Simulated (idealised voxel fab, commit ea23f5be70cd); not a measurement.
process module | voxel trench capacitor
cross-section cut | 220 nm wide | cells 5 nm
A cross-section is a grid of square cells, given in bands from the top down. A band is one or more rows of cells.
Each band's line starts with the height of the band's top and of its bottom, in nm. Then come its materials from left to right, each with its width in nm. One material with "throughout" fills the band from edge to edge. "air" is empty space.
Height 0 is the level under which the wafer as received is all one material. The lowest band goes on downwards, as in "0 down".
A width such as "30 to 40" changes by the same amount from each row of cells to the next, from the band's top row to its bottom row.
"no change" after a step means that no cell of the cross-section changed.
closed voids: empty space of 8 cells or more with no open way to the top, each as width x height at its distance from the left edge, in nm
after a step's settings: what the simulator itself notes on the step
overlay nm, on a step with a mask: how far to the right of its planned place the mask lay; to the left if negative
plan
1 op RECEIVE | material Si
2 op CONFORMAL_DEP | material SiN | thk nm 5
3 op DIRECTIONAL_DEP | material aC | thk nm 10
4 op PATTERN | tone open | mask id TRENCH | material resist | width nm 15 | pitch nm 40 | thk nm 30 | overlay nm 0
5 op DIRECTIONAL_ETCH | etch materials aC | depth nm 10
6 op STRIP | etch materials resist
7 op DIRECTIONAL_ETCH | etch materials SiN | depth nm 5
8 op DIRECTIONAL_ETCH | etch materials Si | depth nm 25
9 op STRIP | etch materials aC
10 op CONFORMAL_DEP | material SiO2 | thk nm 5
11 op FILL_DEP | material polySi | thk nm 5
12 op CMP | height nm 5
as received, after step 1
  0 down: Si throughout
  closed voids: none
a wafer at the end: this start, this plan, one mistake
  10 to 5: SiO2 65 | polySi 5 | SiO2 35 | polySi 5 | SiO2 35 | polySi 5 | SiO2 70
  5 to 0: SiN 60 | SiO2 5 | polySi 5 | SiO2 5 | SiN 25 | SiO2 5 | polySi 5 | SiO2 5 | SiN 25 | SiO2 5 | polySi 5 | SiO2 5 | SiN 65
  0 to -20: Si 60 | SiO2 5 | polySi 5 | SiO2 5 | Si 25 | SiO2 5 | polySi 5 | SiO2 5 | Si 25 | SiO2 5 | polySi 5 | SiO2 5 | Si 65
  -20 to -25: Si 60 | SiO2 15 | Si 25 | SiO2 15 | Si 25 | SiO2 15 | Si 65
  -25 down: Si throughout
  closed voids: none
what went wrong: step 12 ran as: op CMP | height nm 10
